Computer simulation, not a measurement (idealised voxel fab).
Module name: voxel transistor to metal (process module)
It is cross-section cut that appears here, measuring 150 nm in width, its square cells being 5 nm in size.
This document writes a cross-section as a grid whose cells are square, and gives it as bands, listed from the top down; one or more rows of cells form a band. Within each band entry, the heights of the top and of the bottom of the band appear first, in that order and in nm; the materials of the band then follow from left to right, each with its corresponding width in nm. The designation "full width" on a single material indicates that it fills the band from edge to edge; the designation "empty" indicates empty space. Ref level 0: as-received wafer is one material below here. Bottom band extends down with no lower bound ("0 -> down"). The two numbers in a width such as "30 to 40" mark its ends across the band: the first belongs to the top row of cells, the second to the bottom row, and from each row to the next the width moves by the same amount. The designation "no modification", where it is given for a processing step, indicates that no cell of the cross-section was altered in the course of that step. Heads up: "Cavities, sealed" only lists the empty pockets with no open path to the top that are 8 cells or more, and it writes them as width x height at distance, distance from the left edge, in nm. Anything after a step's settings on that line? It's the simulator's own note about the step. overlay nm: step with mask; distance mask lay right of planned place; negative value = left of planned place.
-- plan
- 1: RECEIVE (material Si)
- 2: CONFORMAL_DEP (material SiO2; thk nm 5)
- 3: CONFORMAL_DEP (material SiN; thk nm 10)
- 4: PATTERN (tone cover; mask id ACTIVE; material resist; width nm 90; thk nm 15; overlay nm 0)
- 5: DIRECTIONAL_ETCH (etch materials SiN; depth nm 10)
- 6: DIRECTIONAL_ETCH (etch materials SiO2; depth nm 5)
- 7: DIRECTIONAL_ETCH (etch materials Si; depth nm 30)
- 8: STRIP (etch materials resist)
- 9: FILL_DEP (material SiO2; thk nm 5)
- 10: CMP (height nm 15)
- 11: SELECTIVE_ETCH (etch materials SiO2; depth nm 5)
- 12: STRIP (etch materials SiN)
- 13: SELECTIVE_ETCH (etch materials SiO2; depth nm 5)
- 14: OXIDIZE (depth nm 5)
- 15: DIRECTIONAL_DEP (material polySi; thk nm 30)
- 16: DIRECTIONAL_DEP (material SiCN; thk nm 15)
- 17: DIRECTIONAL_DEP (material aC; thk nm 15)
- 18: PATTERN (tone cover; mask id GATE; material resist; width nm 20; thk nm 35; overlay nm 0)
- 19: DIRECTIONAL_ETCH (etch materials aC; depth nm 15)
- 20: STRIP (etch materials resist)
- 21: DIRECTIONAL_ETCH (etch materials SiCN; depth nm 25)
- 22: DIRECTIONAL_ETCH (etch materials polySi; depth nm 40)
- 23: STRIP (etch materials aC)
- 24: CONFORMAL_DEP (material SiN; thk nm 5)
- 25: DIRECTIONAL_ETCH (etch materials SiN; depth nm 5)
- 26: DIRECTIONAL_ETCH (etch materials SiO2; depth nm 5)
- 27: DIRECTIONAL_ETCH (etch materials Si; depth nm 10)
- 28: EPI (material SiGe; thk nm 15)
- 29: FILL_DEP (material SiO2; thk nm 10)
- 30: CMP (height nm 45)
- 31: DIRECTIONAL_DEP (material SiO2; thk nm 15)
- 32: DIRECTIONAL_DEP (material aC; thk nm 15)
- 33: PATTERN (tone open; mask id CONTACT; material resist; width nm 15; pitch nm 65; thk nm 35; overlay nm 0)
- 34: DIRECTIONAL_ETCH (etch materials aC; depth nm 15)
- 35: STRIP (etch materials resist)
- 36: DIRECTIONAL_ETCH (etch materials SiO2; depth nm 60)
- 37: STRIP (etch materials aC)
- 38: CONFORMAL_DEP (material TiN; thk nm 5)
- 39: FILL_DEP (material Ru; thk nm 5)
- 40: CMP (height nm 60)
- 41: CONFORMAL_DEP (material SiN; thk nm 5)
- 42: DIRECTIONAL_DEP (material SiO2; thk nm 25)
- 43: MASKED_ETCH (tone open; mask id METAL_1; width nm 15; pitch nm 65; etch materials SiO2; depth nm 25; overlay nm 0)
- 44: MASKED_ETCH (tone open; mask id METAL_1; width nm 15; pitch nm 65; etch materials SiN; depth nm 5; overlay nm 0)
- 45: CONFORMAL_DEP (material TiN; thk nm 5)
- 46: FILL_DEP (material Ru; thk nm 5)
- 47: CMP (height nm 90)
- 48: CONFORMAL_DEP (material SiCN; thk nm 5)
-- This is the cross-section of the wafer as we received it, i.e. after step 1
> 0 -> down | Si full width
> Cavities, sealed: none
-- First of two wafers at the end of the module, shown in cross-section; run carried out as planned
> 95 -> 90 | SiCN full width
> 90 -> 65 | SiO2 35 nm / TiN 5 nm / Ru 5 nm / TiN 5 nm / SiO2 50 nm / TiN 5 nm / Ru 5 nm / TiN 5 nm / SiO2 35 nm
> 65 -> 60 | SiN 35 nm / TiN 15 nm / SiN 50 nm / TiN 15 nm / SiN 35 nm
> 60 -> 45 | SiO2 35 nm / TiN 5 nm / Ru 5 nm / TiN 5 nm / SiO2 50 nm / TiN 5 nm / Ru 5 nm / TiN 5 nm / SiO2 35 nm
> 45 -> 30 | SiO2 35 nm / TiN 5 nm / Ru 5 nm / TiN 5 nm / SiO2 10 nm / SiN 5 nm / SiCN 20 nm / SiN 5 nm / SiO2 10 nm / TiN 5 nm / Ru 5 nm / TiN 5 nm / SiO2 35 nm
> 30 -> 15 | SiO2 35 nm / TiN 5 nm / Ru 5 nm / TiN 5 nm / SiO2 10 nm / SiN 5 nm / polySi 20 nm / SiN 5 nm / SiO2 10 nm / TiN 5 nm / Ru 5 nm / TiN 5 nm / SiO2 35 nm
> 15 -> 10 | SiO2 35 nm / TiN 15 nm / SiO2 10 nm / SiN 5 nm / polySi 20 nm / SiN 5 nm / SiO2 10 nm / TiN 15 nm / SiO2 35 nm
> 10 -> 5 | SiO2 35 nm / TiN 10 nm / SiGe 15 nm / SiN 5 nm / polySi 20 nm / SiN 5 nm / SiGe 15 nm / TiN 10 nm / SiO2 35 nm
> 5 -> 0 | SiO2 25 nm / SiN 5 nm / SiO2 5 nm / TiN 10 nm / SiGe 15 nm / SiN 5 nm / polySi 20 nm / SiN 5 nm / SiGe 15 nm / TiN 10 nm / SiO2 5 nm / SiN 5 nm / SiO2 25 nm
> 0 -> -5 | SiO2 30 nm / SiGe 30 nm / SiO2 30 nm / SiGe 30 nm / SiO2 30 nm
> -5 -> -15 | SiO2 30 nm / SiGe 30 nm / Si 30 nm / SiGe 30 nm / SiO2 30 nm
> -15 -> -30 | SiO2 30 nm / Si 90 nm / SiO2 30 nm
> -30 -> down | Si full width
> Cavities, sealed: none
-- Same start, same plan as the first wafer - but one mistake in the run. Cross-section of the second of the two at the end of the module
> 95 -> 90 | SiCN full width
> 90 -> 65 | SiO2 35 nm / TiN 5 nm / Ru 5 nm / TiN 5 nm / SiO2 50 nm / TiN 5 nm / Ru 5 nm / TiN 5 nm / SiO2 35 nm
> 65 -> 60 | SiN 35 nm / TiN 15 nm / SiN 50 nm / TiN 15 nm / SiN 35 nm
> 60 -> 45 | SiO2 35 nm / TiN 5 nm / Ru 5 nm / TiN 5 nm / SiO2 50 nm / TiN 5 nm / Ru 5 nm / TiN 5 nm / SiO2 35 nm
> 45 -> 40 | SiO2 35 nm / TiN 5 nm / Ru 5 nm / TiN 5 nm / SiO2 10 nm / SiN 5 nm / SiO2 20 nm / SiN 5 nm / SiO2 10 nm / TiN 5 nm / Ru 5 nm / TiN 5 nm / SiO2 35 nm
> 40 -> 30 | SiO2 35 nm / TiN 5 nm / Ru 5 nm / TiN 5 nm / SiO2 10 nm / SiN 5 nm / SiCN 20 nm / SiN 5 nm / SiO2 10 nm / TiN 5 nm / Ru 5 nm / TiN 5 nm / SiO2 35 nm
> 30 -> 5 | SiO2 35 nm / TiN 5 nm / Ru 5 nm / TiN 5 nm / SiO2 10 nm / SiN 5 nm / polySi 20 nm / SiN 5 nm / SiO2 10 nm / TiN 5 nm / Ru 5 nm / TiN 5 nm / SiO2 35 nm
> 5 -> 0 | SiO2 25 nm / SiN 5 nm / SiO2 5 nm / TiN 15 nm / SiO2 10 nm / SiN 5 nm / polySi 20 nm / SiN 5 nm / SiO2 10 nm / TiN 15 nm / SiO2 5 nm / SiN 5 nm / SiO2 25 nm
> 0 -> -5 | SiO2 full width
> -5 -> -30 | SiO2 30 nm / Si 90 nm / SiO2 30 nm
> -30 -> down | Si full width
> Cavities, sealed: none
What went wrong in running the wafer? not per plan at step 26, really ran DIRECTIONAL_ETCH (etch materials SiCN; depth nm 5)
FYI, end of process, the second wafer has more or fewer cells of some materials than the first: +4 Ru, +24 Si, -4 SiCN, -48 SiGe, +24 SiO2
